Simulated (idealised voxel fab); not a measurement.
Process module under the name voxel wiring stack
Section shown: cut. Width: 300 nm. Cell size: 5 nm, square.
In what follows, cross-sections appear as grids of square cells, described through bands that run from the top down, where every band is one or more rows of cells.
First you get the band's top height and its bottom height, in nm, and then the materials it's made of, left to right, with each width in nm. If you see a single material with "everywhere", that one covers the band edge to edge. "empty" is empty space.
Height is counted from the level 0, under which the received wafer is composed throughout of one material. The lowest of the bands is not closed at the bottom but continues downward, in the notation "z 0 and below".
Per-row width for "30..40": begins at first number (top row of band), ends at second number (bottom row), increment between rows held constant.
Any step labelled "nothing altered" changed none of the cells in the cross-section.
Heads up: "Fully sealed cavities" only lists the empty pockets with no open path to the top that are 8 cells or more, and it writes them as width x height at distance, distance from the left edge, in nm.
after a step's settings: what the simulator itself notes on the step
overlay nm: right-of-plan distance of the mask on a masked step; negative values mean left-of-plan.
Each pair of cross-sections that follows straddles one process step: the one shows the state before the step, the other the state after it, down to the lowest band that changed and no further. The step in question, and its settings, are given under the pair. Note that a pair is not necessarily a continuation of the pair above it, since pairs can come from different runs of this module on the same starting wafer; it is a continuation only where its entry headed "Incoming structure" says so.
Incoming structure
- z 115 to 100  65 of SiO2  30 of empty  15 of SiO2  30 of empty  15 of SiO2  30 of empty  15 of SiO2  30 of empty  70 of SiO2
- z 100 to 85  65 of SiO2  15 of empty  30 of SiO2  15 of empty  30 of SiO2  15 of empty  30 of SiO2  15 of empty  85 of SiO2
- z 85 to 80  SiCN everywhere
- z 80 to 70  65 of lowk  5 of TiN  20 of Cu  5 of TiN  15 of lowk  5 of TiN  20 of Cu  5 of TiN  15 of lowk  5 of TiN  20 of Cu  5 of TiN  15 of lowk  5 of TiN  20 of Cu  5 of TiN  70 of lowk
- z 70 to 65  65 of lowk  5 of TiN  5 of Cu  20 of TiN  15 of lowk  5 of TiN  5 of Cu  20 of TiN  15 of lowk  5 of TiN  5 of Cu  20 of TiN  15 of lowk  5 of TiN  5 of Cu  20 of TiN  70 of lowk
- z 65 to 50  65 of lowk  5 of TiN  5 of Cu  5 of TiN  30 of lowk  5 of TiN  5 of Cu  5 of TiN  30 of lowk  5 of TiN  5 of Cu  5 of TiN  30 of lowk  5 of TiN  5 of Cu  5 of TiN  85 of lowk
- z 50 to 45  65 of SiCN  15 of TiN  30 of SiCN  15 of TiN  30 of SiCN  15 of TiN  30 of SiCN  15 of TiN  85 of SiCN
- z 45 to 25  60 of lowk  5 of SiN  30 of Ru  5 of SiN  5 of lowk  5 of SiN  30 of Ru  5 of SiN  5 of lowk  5 of SiN  30 of Ru  5 of SiN  5 of lowk  5 of SiN  30 of Ru  5 of SiN  65 of lowk
- z 25 to 20  65 of SiN  30 of Ru  15 of SiN  30 of Ru  15 of SiN  30 of Ru  15 of SiN  30 of Ru  70 of SiN
- z 20 to 5  SiO2 everywhere
- z 5 to 0  TiN everywhere
- z 0 and below  Si everywhere
- Fully sealed cavities: none
After
- z 115 to 100  65 of SiO2  30 of empty  15 of SiO2  30 of empty  15 of SiO2  30 of empty  15 of SiO2  30 of empty  70 of SiO2
- z 100 to 85  65 of SiO2  15 of empty  30 of SiO2  15 of empty  30 of SiO2  15 of empty  30 of SiO2  15 of empty  85 of SiO2
- z 85 to 80  65 of SiCN  15 of empty  30 of SiCN  15 of empty  30 of SiCN  15 of empty  30 of SiCN  15 of empty  85 of SiCN
- Rest of section, below 80: as before.
- Fully sealed cavities: none
The two cross-sections above are separated by a single process step, namely MASKED_ETCH,tone open,mask id METAL_3_HOLES,width nm 15,pitch nm 45,etch materials SiCN,depth nm 5,overlay nm 0
Incoming structure: the pre-step structure is the one depicted after the step in the pair just above.
After
- z 120 to 115  70 of TiN  20 of empty  25 of TiN  20 of empty  25 of TiN  20 of empty  25 of TiN  20 of empty  75 of TiN
- z 115 to 105  65 of SiO2  5 of TiN  20 of empty  5 of TiN  15 of SiO2  5 of TiN  20 of empty  5 of TiN  15 of SiO2  5 of TiN  20 of empty  5 of TiN  15 of SiO2  5 of TiN  20 of empty  5 of TiN  70 of SiO2
- z 105 to 100  65 of SiO2  5 of TiN  5 of empty  20 of TiN  15 of SiO2  5 of TiN  5 of empty  20 of TiN  15 of SiO2  5 of TiN  5 of empty  20 of TiN  15 of SiO2  5 of TiN  5 of empty  20 of TiN  70 of SiO2
- z 100 to 85  65 of SiO2  5 of TiN  5 of empty  5 of TiN  30 of SiO2  5 of TiN  5 of empty  5 of TiN  30 of SiO2  5 of TiN  5 of empty  5 of TiN  30 of SiO2  5 of TiN  5 of empty  5 of TiN  85 of SiO2
- z 85 to 80  65 of SiCN  15 of TiN  30 of SiCN  15 of TiN  30 of SiCN  15 of TiN  30 of SiCN  15 of TiN  85 of SiCN
- Rest of section, below 80: as before.
- Fully sealed cavities: none
The two cross-sections above are separated by a single process step, namely CONFORMAL_DEP,material TiN,thk nm 5
Incoming structure: the pre-step structure is the one depicted after the step in the pair just above.
After
- z 130 to 120  Cu everywhere
- z 120 to 115  70 of TiN  20 of Cu  25 of TiN  20 of Cu  25 of TiN  20 of Cu  25 of TiN  20 of Cu  75 of TiN
- z 115 to 105  65 of SiO2  5 of TiN  20 of Cu  5 of TiN  15 of SiO2  5 of TiN  20 of Cu  5 of TiN  15 of SiO2  5 of TiN  20 of Cu  5 of TiN  15 of SiO2  5 of TiN  20 of Cu  5 of TiN  70 of SiO2
- z 105 to 100  65 of SiO2  5 of TiN  5 of Cu  20 of TiN  15 of SiO2  5 of TiN  5 of Cu  20 of TiN  15 of SiO2  5 of TiN  5 of Cu  20 of TiN  15 of SiO2  5 of TiN  5 of Cu  20 of TiN  70 of SiO2
- z 100 to 85  65 of SiO2  5 of TiN  5 of Cu  5 of TiN  30 of SiO2  5 of TiN  5 of Cu  5 of TiN  30 of SiO2  5 of TiN  5 of Cu  5 of TiN  30 of SiO2  5 of TiN  5 of Cu  5 of TiN  85 of SiO2
- Rest of section, below 85: as before.
- Fully sealed cavities: none
The two cross-sections above are separated by a single process step, namely FILL_DEP,material Cu,thk nm 10
Incoming structure: the pre-step structure is the one depicted after the step in the pair just above.
After
- z 115 to 105  65 of SiO2  5 of TiN  20 of Cu  5 of TiN  15 of SiO2  5 of TiN  20 of Cu  5 of TiN  15 of SiO2  5 of TiN  20 of Cu  5 of TiN  15 of SiO2  5 of TiN  20 of Cu  5 of TiN  70 of SiO2
- Rest of section, below 105: as before.
- Fully sealed cavities: none
The two cross-sections above are separated by a single process step, namely CMP,height nm 115
Incoming structure: the pre-step structure is the one depicted after the step in the pair just above.
After
- z 120 to 115  SiN everywhere
- Rest of section, below 115: as before.
- Fully sealed cavities: none
The two cross-sections above are separated by a single process step, namely CONFORMAL_DEP,material SiN,thk nm 5
Incoming structure
- z 95 to 85  Cu everywhere
- z 85 to 80  70 of TiN  20 of Cu  25 of TiN  20 of Cu  25 of TiN  20 of Cu  25 of TiN  20 of Cu  75 of TiN
- z 80 to 70  65 of lowk  5 of TiN  20 of Cu  5 of TiN  15 of lowk  5 of TiN  20 of Cu  5 of TiN  15 of lowk  5 of TiN  20 of Cu  5 of TiN  15 of lowk  5 of TiN  20 of Cu  5 of TiN  70 of lowk
- z 70 to 65  65 of lowk  5 of TiN  5 of Cu  20 of TiN  15 of lowk  5 of TiN  5 of Cu  20 of TiN  15 of lowk  5 of TiN  5 of Cu  20 of TiN  15 of lowk  5 of TiN  5 of Cu  20 of TiN  70 of lowk
- z 65 to 50  65 of lowk  5 of TiN  5 of Cu  5 of TiN  30 of lowk  5 of TiN  5 of Cu  5 of TiN  30 of lowk  5 of TiN  5 of Cu  5 of TiN  30 of lowk  5 of TiN  5 of Cu  5 of TiN  85 of lowk
- z 50 to 45  65 of SiCN  15 of TiN  30 of SiCN  15 of TiN  30 of SiCN  15 of TiN  30 of SiCN  15 of TiN  85 of SiCN
- z 45 to 20  60 of lowk  5 of SiN  30 of Ru  5 of SiN  5 of lowk  5 of SiN  30 of Ru  5 of SiN  5 of lowk  5 of SiN  30 of Ru  5 of SiN  5 of lowk  5 of SiN  30 of Ru  5 of SiN  65 of lowk
- z 20 to 15  65 of SiN  30 of TiN  15 of SiN  30 of TiN  15 of SiN  30 of TiN  15 of SiN  30 of TiN  70 of SiN
- z 15 to 0  SiO2 everywhere
- z 0 and below  Si everywhere
- Fully sealed cavities: none
After
- z 90 to 85  Cu everywhere
- Rest of section, below 85: as before.
- Fully sealed cavities: none
The two cross-sections above are separated by a single process step, namely CMP,height nm 90
Incoming structure: the pre-step structure is the one depicted after the step in the pair just above.
After
- z 95 to 90  SiCN everywhere
- Rest of section, below 90: as before.
- Fully sealed cavities: none
The two cross-sections above are separated by a single process step, namely CONFORMAL_DEP,material SiCN,thk nm 5
Incoming structure: the pre-step structure is the one depicted after the step in the pair just above.
After
- z 125 to 95  SiO2 everywhere
- Rest of section, below 95: as before.
- Fully sealed cavities: none
The two cross-sections above are separated by a single process step, namely DIRECTIONAL_DEP,material SiO2,thk nm 30
Incoming structure: the pre-step structure is the one depicted after the step in the pair just above.
After
- z 145 to 125  65 of resist  30 of empty  15 of resist  30 of empty  15 of resist  30 of empty  15 of resist  30 of empty  70 of resist
- Rest of section, below 125: as before.
- Fully sealed cavities: none
The two cross-sections above are separated by a single process step, namely PATTERN,tone open,mask id METAL_3,material resist,width nm 30,pitch nm 45,thk nm 20,overlay nm 0
Incoming structure: the pre-step structure is the one depicted after the step in the pair just above.
After
- z 145 to 125  65 of resist  30 of empty  15 of resist  30 of empty  15 of resist  30 of empty  15 of resist  30 of empty  70 of resist
- z 125 to 110  65 of SiO2  30 of empty  15 of SiO2  30 of empty  15 of SiO2  30 of empty  15 of SiO2  30 of empty  70 of SiO2
- Rest of section, below 110: as before.
- Fully sealed cavities: none
The two cross-sections above are separated by a single process step, namely DIRECTIONAL_ETCH,etch materials SiO2,depth nm 15
Incoming structure: the pre-step structure is the one depicted after the step in the pair just above.
After
- z 125 to 110  65 of SiO2  30 of empty  15 of SiO2  30 of empty  15 of SiO2  30 of empty  15 of SiO2  30 of empty  70 of SiO2
- Rest of section, below 110: as before.
- Fully sealed cavities: none
The two cross-sections above are separated by a single process step, namely STRIP,etch materials resist
Incoming structure: the pre-step structure is the one depicted after the step in the pair just above.
After
- z 125 to 110  65 of SiO2  30 of empty  15 of SiO2  30 of empty  15 of SiO2  30 of empty  15 of SiO2  30 of empty  70 of SiO2
- z 110 to 95  65 of SiO2  15 of empty  30 of SiO2  15 of empty  30 of SiO2  15 of empty  30 of SiO2  15 of empty  85 of SiO2
- Rest of section, below 95: as before.
- Fully sealed cavities: none
The two cross-sections above are separated by a single process step, namely MASKED_ETCH,tone open,mask id METAL_3_HOLES,width nm 15,pitch nm 45,etch materials SiO2,depth nm 15,overlay nm 0
Incoming structure: the pre-step structure is the one depicted after the step in the pair just above.
After
- z 125 to 110  65 of SiO2  30 of empty  15 of SiO2  30 of empty  15 of SiO2  30 of empty  15 of SiO2  30 of empty  70 of SiO2
- z 110 to 95  65 of SiO2  15 of empty  30 of SiO2  15 of empty  30 of SiO2  15 of empty  30 of SiO2  15 of empty  85 of SiO2
- z 95 to 90  65 of SiCN  15 of empty  30 of SiCN  15 of empty  30 of SiCN  15 of empty  30 of SiCN  15 of empty  85 of SiCN
- Rest of section, below 90: as before.
- Fully sealed cavities: none
The two cross-sections above are separated by a single process step, namely MASKED_ETCH,tone open,mask id METAL_3_HOLES,width nm 15,pitch nm 45,etch materials SiCN,depth nm 5,overlay nm 0
Incoming structure: the pre-step structure is the one depicted after the step in the pair just above.
After
- z 130 to 125  70 of TiN  20 of empty  25 of TiN  20 of empty  25 of TiN  20 of empty  25 of TiN  20 of empty  75 of TiN
- z 125 to 115  65 of SiO2  5 of TiN  20 of empty  5 of TiN  15 of SiO2  5 of TiN  20 of empty  5 of TiN  15 of SiO2  5 of TiN  20 of empty  5 of TiN  15 of SiO2  5 of TiN  20 of empty  5 of TiN  70 of SiO2
- z 115 to 110  65 of SiO2  5 of TiN  5 of empty  20 of TiN  15 of SiO2  5 of TiN  5 of empty  20 of TiN  15 of SiO2  5 of TiN  5 of empty  20 of TiN  15 of SiO2  5 of TiN  5 of empty  20 of TiN  70 of SiO2
- z 110 to 95  65 of SiO2  5 of TiN  5 of empty  5 of TiN  30 of SiO2  5 of TiN  5 of empty  5 of TiN  30 of SiO2  5 of TiN  5 of empty  5 of TiN  30 of SiO2  5 of TiN  5 of empty  5 of TiN  85 of SiO2
- z 95 to 90  65 of SiCN  15 of TiN  30 of SiCN  15 of TiN  30 of SiCN  15 of TiN  30 of SiCN  15 of TiN  85 of SiCN
- Rest of section, below 90: as before.
- Fully sealed cavities: none
The two cross-sections above are separated by a single process step, namely CONFORMAL_DEP,material TiN,thk nm 5
Incoming structure: the pre-step structure is the one depicted after the step in the pair just above.
After
- z 140 to 130  Cu everywhere
- z 130 to 125  70 of TiN  20 of Cu  25 of TiN  20 of Cu  25 of TiN  20 of Cu  25 of TiN  20 of Cu  75 of TiN
- z 125 to 115  65 of SiO2  5 of TiN  20 of Cu  5 of TiN  15 of SiO2  5 of TiN  20 of Cu  5 of TiN  15 of SiO2  5 of TiN  20 of Cu  5 of TiN  15 of SiO2  5 of TiN  20 of Cu  5 of TiN  70 of SiO2
- z 115 to 110  65 of SiO2  5 of TiN  5 of Cu  20 of TiN  15 of SiO2  5 of TiN  5 of Cu  20 of TiN  15 of SiO2  5 of TiN  5 of Cu  20 of TiN  15 of SiO2  5 of TiN  5 of Cu  20 of TiN  70 of SiO2
- z 110 to 95  65 of SiO2  5 of TiN  5 of Cu  5 of TiN  30 of SiO2  5 of TiN  5 of Cu  5 of TiN  30 of SiO2  5 of TiN  5 of Cu  5 of TiN  30 of SiO2  5 of TiN  5 of Cu  5 of TiN  85 of SiO2
- Rest of section, below 95: as before.
- Fully sealed cavities: none
The two cross-sections above are separated by a single process step, namely FILL_DEP,material Cu,thk nm 10
Incoming structure: the pre-step structure is the one depicted after the step in the pair just above.
After
- z 115 to 110  65 of SiO2  5 of TiN  5 of Cu  20 of TiN  15 of SiO2  5 of TiN  5 of Cu  20 of TiN  15 of SiO2  5 of TiN  5 of Cu  20 of TiN  15 of SiO2  5 of TiN  5 of Cu  20 of TiN  70 of SiO2
- Rest of section, below 110: as before.
- Fully sealed cavities: none
The two cross-sections above are separated by a single process step, namely CMP,height nm 115
Incoming structure: the pre-step structure is the one depicted after the step in the pair just above.
After
- z 120 to 115  SiN everywhere
- Rest of section, below 115: as before.
- Fully sealed cavities: none
The two cross-sections above are separated by a single process step, namely CONFORMAL_DEP,material SiN,thk nm 5
Incoming structure
- z 115 to 100  65 of SiO2  30 of empty  15 of SiO2  30 of empty  15 of SiO2  30 of empty  15 of SiO2  30 of empty  70 of SiO2
- z 100 to 85  SiO2 everywhere
- z 85 to 80  SiCN everywhere
- z 80 to 70  65 of lowk  5 of TiN  20 of Cu  5 of TiN  15 of lowk  5 of TiN  20 of Cu  5 of TiN  15 of lowk  5 of TiN  20 of Cu  5 of TiN  15 of lowk  5 of TiN  20 of Cu  5 of TiN  70 of lowk
- z 70 to 65  65 of lowk  5 of TiN  5 of Cu  20 of TiN  15 of lowk  5 of TiN  5 of Cu  20 of TiN  15 of lowk  5 of TiN  5 of Cu  20 of TiN  15 of lowk  5 of TiN  5 of Cu  20 of TiN  70 of lowk
- z 65 to 50  65 of lowk  5 of TiN  5 of Cu  5 of TiN  30 of lowk  5 of TiN  5 of Cu  5 of TiN  30 of lowk  5 of TiN  5 of Cu  5 of TiN  30 of lowk  5 of TiN  5 of Cu  5 of TiN  85 of lowk
- z 50 to 45  65 of SiCN  15 of TiN  30 of SiCN  15 of TiN  30 of SiCN  15 of TiN  30 of SiCN  15 of TiN  85 of SiCN
- z 45 to 20  60 of lowk  5 of SiN  30 of Ru  5 of SiN  5 of lowk  5 of SiN  30 of Ru  5 of SiN  5 of lowk  5 of SiN  30 of Ru  5 of SiN  5 of lowk  5 of SiN  30 of Ru  5 of SiN  65 of lowk
- z 20 to 15  65 of SiN  30 of TiN  15 of SiN  30 of TiN  15 of SiN  30 of TiN  15 of SiN  30 of TiN  70 of SiN
- z 15 to 0  SiO2 everywhere
- z 0 and below  Si everywhere
- Fully sealed cavities: none
After
- z 115 to 100  60 of SiO2  35 of empty  10 of SiO2  35 of empty  10 of SiO2  35 of empty  10 of SiO2  35 of empty  70 of SiO2
- z 100 to 85  65 of SiO2  20 of empty  25 of SiO2  20 of empty  25 of SiO2  20 of empty  25 of SiO2  20 of empty  80 of SiO2
- Rest of section, below 85: as before.
- Fully sealed cavities: none
The two cross-sections above are separated by a single process step, namely MASKED_ETCH,tone open,mask id METAL_3_HOLES,width nm 25,pitch nm 45,etch materials SiO2,depth nm 15,overlay nm 0
Incoming structure: the pre-step structure is the one depicted after the step in the pair just above.
After
- z 115 to 100  60 of SiO2  35 of empty  10 of SiO2  35 of empty  10 of SiO2  35 of empty  10 of SiO2  35 of empty  70 of SiO2
- z 100 to 85  65 of SiO2  20 of empty  25 of SiO2  20 of empty  25 of SiO2  20 of empty  25 of SiO2  20 of empty  80 of SiO2
- z 85 to 80  65 of SiCN  15 of empty  30 of SiCN  15 of empty  30 of SiCN  15 of empty  30 of SiCN  15 of empty  85 of SiCN
- Rest of section, below 80: as before.
- Fully sealed cavities: none
The two cross-sections above are separated by a single process step, namely MASKED_ETCH,tone open,mask id METAL_3_HOLES,width nm 15,pitch nm 45,etch materials SiCN,depth nm 5,overlay nm 0
Incoming structure: the pre-step structure is the one depicted after the step in the pair just above.
After
- z 120 to 115  65 of TiN  25 of empty  20 of TiN  25 of empty  20 of TiN  25 of empty  20 of TiN  25 of empty  75 of TiN
- z 115 to 105  60 of SiO2  5 of TiN  25 of empty  5 of TiN  10 of SiO2  5 of TiN  25 of empty  5 of TiN  10 of SiO2  5 of TiN  25 of empty  5 of TiN  10 of SiO2  5 of TiN  25 of empty  5 of TiN  70 of SiO2
- z 105 to 100  60 of SiO2  10 of TiN  10 of empty  15 of TiN  10 of SiO2  10 of TiN  10 of empty  15 of TiN  10 of SiO2  10 of TiN  10 of empty  15 of TiN  10 of SiO2  10 of TiN  10 of empty  15 of TiN  70 of SiO2
- z 100 to 90  65 of SiO2  5 of TiN  10 of empty  5 of TiN  25 of SiO2  5 of TiN  10 of empty  5 of TiN  25 of SiO2  5 of TiN  10 of empty  5 of TiN  25 of SiO2  5 of TiN  10 of empty  5 of TiN  80 of SiO2
- z 90 to 85  65 of SiO2  5 of TiN  5 of empty  10 of TiN  25 of SiO2  5 of TiN  5 of empty  10 of TiN  25 of SiO2  5 of TiN  5 of empty  10 of TiN  25 of SiO2  5 of TiN  5 of empty  10 of TiN  80 of SiO2
- z 85 to 80  65 of SiCN  15 of TiN  30 of SiCN  15 of TiN  30 of SiCN  15 of TiN  30 of SiCN  15 of TiN  85 of SiCN
- Rest of section, below 80: as before.
- Fully sealed cavities: none
The two cross-sections above are separated by a single process step, namely CONFORMAL_DEP,material TiN,thk nm 5
Incoming structure: the pre-step structure is the one depicted after the step in the pair just above.
After
- z 130 to 120  Cu everywhere
- z 120 to 115  65 of TiN  25 of Cu  20 of TiN  25 of Cu  20 of TiN  25 of Cu  20 of TiN  25 of Cu  75 of TiN
- z 115 to 105  60 of SiO2  5 of TiN  25 of Cu  5 of TiN  10 of SiO2  5 of TiN  25 of Cu  5 of TiN  10 of SiO2  5 of TiN  25 of Cu  5 of TiN  10 of SiO2  5 of TiN  25 of Cu  5 of TiN  70 of SiO2
- z 105 to 100  60 of SiO2  10 of TiN  10 of Cu  15 of TiN  10 of SiO2  10 of TiN  10 of Cu  15 of TiN  10 of SiO2  10 of TiN  10 of Cu  15 of TiN  10 of SiO2  10 of TiN  10 of Cu  15 of TiN  70 of SiO2
- z 100 to 90  65 of SiO2  5 of TiN  10 of Cu  5 of TiN  25 of SiO2  5 of TiN  10 of Cu  5 of TiN  25 of SiO2  5 of TiN  10 of Cu  5 of TiN  25 of SiO2  5 of TiN  10 of Cu  5 of TiN  80 of SiO2
- z 90 to 85  65 of SiO2  5 of TiN  5 of Cu  10 of TiN  25 of SiO2  5 of TiN  5 of Cu  10 of TiN  25 of SiO2  5 of TiN  5 of Cu  10 of TiN  25 of SiO2  5 of TiN  5 of Cu  10 of TiN  80 of SiO2
- Rest of section, below 85: as before.
- Fully sealed cavities: none
The two cross-sections above are separated by a single process step, namely FILL_DEP,material Cu,thk nm 10
Incoming structure: the pre-step structure is the one depicted after the step in the pair just above.
After
- z 115 to 105  60 of SiO2  5 of TiN  25 of Cu  5 of TiN  10 of SiO2  5 of TiN  25 of Cu  5 of TiN  10 of SiO2  5 of TiN  25 of Cu  5 of TiN  10 of SiO2  5 of TiN  25 of Cu  5 of TiN  70 of SiO2
- Rest of section, below 105: as before.
- Fully sealed cavities: none
The two cross-sections above are separated by a single process step, namely CMP,height nm 115
Incoming structure: the pre-step structure is the one depicted after the step in the pair just above.
After
- z 120 to 115  SiN everywhere
- Rest of section, below 115: as before.
- Fully sealed cavities: none
The two cross-sections above are separated by a single process step, namely CONFORMAL_DEP,material SiN,thk nm 5
Incoming structure
- z 80 to 50  65 of lowk  15 of empty  30 of lowk  15 of empty  30 of lowk  15 of empty  30 of lowk  15 of empty  85 of lowk
- z 50 to 45  SiCN everywhere
- z 45 to 20  60 of lowk  5 of SiN  30 of Ru  5 of SiN  5 of lowk  5 of SiN  30 of Ru  5 of SiN  5 of lowk  5 of SiN  30 of Ru  5 of SiN  5 of lowk  5 of SiN  30 of Ru  5 of SiN  65 of lowk
- z 20 to 15  65 of SiN  30 of TiN  15 of SiN  30 of TiN  15 of SiN  30 of TiN  15 of SiN  30 of TiN  70 of SiN
- z 15 to 0  SiO2 everywhere
- z 0 and below  Si everywhere
- Fully sealed cavities: none
After
- z 80 to 65  55 of lowk  30 of empty  15 of lowk  30 of empty  15 of lowk  30 of empty  15 of lowk  30 of empty  80 of lowk
- Rest of section, below 65: as before.
- Fully sealed cavities: none
The two cross-sections above are separated by a single process step, namely MASKED_ETCH,tone open,mask id METAL_2,width nm 30,pitch nm 45,etch materials lowk,depth nm 15,overlay nm -10
Incoming structure: the pre-step structure is the one depicted after the step in the pair just above.
After
- z 80 to 65  55 of lowk  30 of empty  15 of lowk  30 of empty  15 of lowk  30 of empty  15 of lowk  30 of empty  80 of lowk
- z 65 to 50  65 of lowk  15 of empty  30 of lowk  15 of empty  30 of lowk  15 of empty  30 of lowk  15 of empty  85 of lowk
- z 50 to 45  65 of SiCN  15 of empty  30 of SiCN  15 of empty  30 of SiCN  15 of empty  30 of SiCN  15 of empty  85 of SiCN
- Rest of section, below 45: as before.
- Fully sealed cavities: none
The two cross-sections above are separated by a single process step, namely MASKED_ETCH,tone open,mask id METAL_2,width nm 30,pitch nm 45,etch materials SiCN,depth nm 5,overlay nm 0
Incoming structure: the pre-step structure is the one depicted after the step in the pair just above.
After
- z 85 to 80  60 of TiN  20 of empty  25 of TiN  20 of empty  25 of TiN  20 of empty  25 of TiN  20 of empty  85 of TiN
- z 80 to 70  55 of lowk  5 of TiN  20 of empty  5 of TiN  15 of lowk  5 of TiN  20 of empty  5 of TiN  15 of lowk  5 of TiN  20 of empty  5 of TiN  15 of lowk  5 of TiN  20 of empty  5 of TiN  80 of lowk
- z 70 to 65  55 of lowk  15 of TiN  5 of empty  10 of TiN  15 of lowk  15 of TiN  5 of empty  10 of TiN  15 of lowk  15 of TiN  5 of empty  10 of TiN  15 of lowk  15 of TiN  5 of empty  10 of TiN  80 of lowk
- z 65 to 50  65 of lowk  5 of TiN  5 of empty  5 of TiN  30 of lowk  5 of TiN  5 of empty  5 of TiN  30 of lowk  5 of TiN  5 of empty  5 of TiN  30 of lowk  5 of TiN  5 of empty  5 of TiN  85 of lowk
- z 50 to 45  65 of SiCN  15 of TiN  30 of SiCN  15 of TiN  30 of SiCN  15 of TiN  30 of SiCN  15 of TiN  85 of SiCN
- Rest of section, below 45: as before.
- Fully sealed cavities: none
The two cross-sections above are separated by a single process step, namely CONFORMAL_DEP,material TiN,thk nm 5
Incoming structure: the pre-step structure is the one depicted after the step in the pair just above.
After
- z 95 to 85  Cu everywhere
- z 85 to 80  60 of TiN  20 of Cu  25 of TiN  20 of Cu  25 of TiN  20 of Cu  25 of TiN  20 of Cu  85 of TiN
- z 80 to 70  55 of lowk  5 of TiN  20 of Cu  5 of TiN  15 of lowk  5 of TiN  20 of Cu  5 of TiN  15 of lowk  5 of TiN  20 of Cu  5 of TiN  15 of lowk  5 of TiN  20 of Cu  5 of TiN  80 of lowk
- z 70 to 65  55 of lowk  15 of TiN  5 of Cu  10 of TiN  15 of lowk  15 of TiN  5 of Cu  10 of TiN  15 of lowk  15 of TiN  5 of Cu  10 of TiN  15 of lowk  15 of TiN  5 of Cu  10 of TiN  80 of lowk
- z 65 to 50  65 of lowk  5 of TiN  5 of Cu  5 of TiN  30 of lowk  5 of TiN  5 of Cu  5 of TiN  30 of lowk  5 of TiN  5 of Cu  5 of TiN  30 of lowk  5 of TiN  5 of Cu  5 of TiN  85 of lowk
- Rest of section, below 50: as before.
- Fully sealed cavities: none
The two cross-sections above are separated by a single process step, namely FILL_DEP,material Cu,thk nm 10
Incoming structure: the pre-step structure is the one depicted after the step in the pair just above.
After
- z 80 to 70  55 of lowk  5 of TiN  20 of Cu  5 of TiN  15 of lowk  5 of TiN  20 of Cu  5 of TiN  15 of lowk  5 of TiN  20 of Cu  5 of TiN  15 of lowk  5 of TiN  20 of Cu  5 of TiN  80 of lowk
- Rest of section, below 70: as before.
- Fully sealed cavities: none
The two cross-sections above are separated by a single process step, namely CMP,height nm 80
Incoming structure: the pre-step structure is the one depicted after the step in the pair just above.
After
- z 85 to 80  SiCN everywhere
- Rest of section, below 80: as before.
- Fully sealed cavities: none
The two cross-sections above are separated by a single process step, namely CONFORMAL_DEP,material SiCN,thk nm 5
Incoming structure: the pre-step structure is the one depicted after the step in the pair just above.
After
- z 115 to 85  SiO2 everywhere
- Rest of section, below 85: as before.
- Fully sealed cavities: none
The two cross-sections above are separated by a single process step, namely DIRECTIONAL_DEP,material SiO2,thk nm 30
Incoming structure: the pre-step structure is the one depicted after the step in the pair just above.
After
- z 135 to 115  65 of resist  30 of empty  15 of resist  30 of empty  15 of resist  30 of empty  15 of resist  30 of empty  70 of resist
- Rest of section, below 115: as before.
- Fully sealed cavities: none
The two cross-sections above are separated by a single process step, namely PATTERN,tone open,mask id METAL_3,material resist,width nm 30,pitch nm 45,thk nm 20,overlay nm 0
Incoming structure: the pre-step structure is the one depicted after the step in the pair just above.
After
- z 135 to 115  65 of resist  30 of empty  15 of resist  30 of empty  15 of resist  30 of empty  15 of resist  30 of empty  70 of resist
- z 115 to 100  65 of SiO2  30 of empty  15 of SiO2  30 of empty  15 of SiO2  30 of empty  15 of SiO2  30 of empty  70 of SiO2
- Rest of section, below 100: as before.
- Fully sealed cavities: none
The two cross-sections above are separated by a single process step, namely DIRECTIONAL_ETCH,etch materials SiO2,depth nm 15
Incoming structure: the pre-step structure is the one depicted after the step in the pair just above.
After
- z 115 to 100  65 of SiO2  30 of empty  15 of SiO2  30 of empty  15 of SiO2  30 of empty  15 of SiO2  30 of empty  70 of SiO2
- Rest of section, below 100: as before.
- Fully sealed cavities: none
The two cross-sections above are separated by a single process step, namely STRIP,etch materials resist
Incoming structure: the pre-step structure is the one depicted after the step in the pair just above.
After
- z 115 to 100  65 of SiO2  30 of empty  15 of SiO2  30 of empty  15 of SiO2  30 of empty  15 of SiO2  30 of empty  70 of SiO2
- z 100 to 85  65 of SiO2  15 of empty  30 of SiO2  15 of empty  30 of SiO2  15 of empty  30 of SiO2  15 of empty  85 of SiO2
- Rest of section, below 85: as before.
- Fully sealed cavities: none
The two cross-sections above are separated by a single process step, namely MASKED_ETCH,tone open,mask id METAL_3_HOLES,width nm 15,pitch nm 45,etch materials SiO2,depth nm 15,overlay nm 0
Incoming structure: the pre-step structure is the one depicted after the step in the pair just above.
After
- z 115 to 100  65 of SiO2  30 of empty  15 of SiO2  30 of empty  15 of SiO2  30 of empty  15 of SiO2  30 of empty  70 of SiO2
- z 100 to 85  65 of SiO2  15 of empty  30 of SiO2  15 of empty  30 of SiO2  15 of empty  30 of SiO2  15 of empty  85 of SiO2
- z 85 to 80  65 of SiCN  15 of empty  30 of SiCN  15 of empty  30 of SiCN  15 of empty  30 of SiCN  15 of empty  85 of SiCN
- Rest of section, below 80: as before.
- Fully sealed cavities: none
The two cross-sections above are separated by a single process step, namely MASKED_ETCH,tone open,mask id METAL_3_HOLES,width nm 15,pitch nm 45,etch materials SiCN,depth nm 5,overlay nm 0
Incoming structure: the pre-step structure is the one depicted after the step in the pair just above.
After
- z 120 to 115  70 of TiN  20 of empty  25 of TiN  20 of empty  25 of TiN  20 of empty  25 of TiN  20 of empty  75 of TiN
- z 115 to 105  65 of SiO2  5 of TiN  20 of empty  5 of TiN  15 of SiO2  5 of TiN  20 of empty  5 of TiN  15 of SiO2  5 of TiN  20 of empty  5 of TiN  15 of SiO2  5 of TiN  20 of empty  5 of TiN  70 of SiO2
- z 105 to 100  65 of SiO2  5 of TiN  5 of empty  20 of TiN  15 of SiO2  5 of TiN  5 of empty  20 of TiN  15 of SiO2  5 of TiN  5 of empty  20 of TiN  15 of SiO2  5 of TiN  5 of empty  20 of TiN  70 of SiO2
- z 100 to 85  65 of SiO2  5 of TiN  5 of empty  5 of TiN  30 of SiO2  5 of TiN  5 of empty  5 of TiN  30 of SiO2  5 of TiN  5 of empty  5 of TiN  30 of SiO2  5 of TiN  5 of empty  5 of TiN  85 of SiO2
- z 85 to 80  65 of SiCN  15 of TiN  30 of SiCN  15 of TiN  30 of SiCN  15 of TiN  30 of SiCN  15 of TiN  85 of SiCN
- Rest of section, below 80: as before.
- Fully sealed cavities: none
The two cross-sections above are separated by a single process step, namely CONFORMAL_DEP,material TiN,thk nm 5
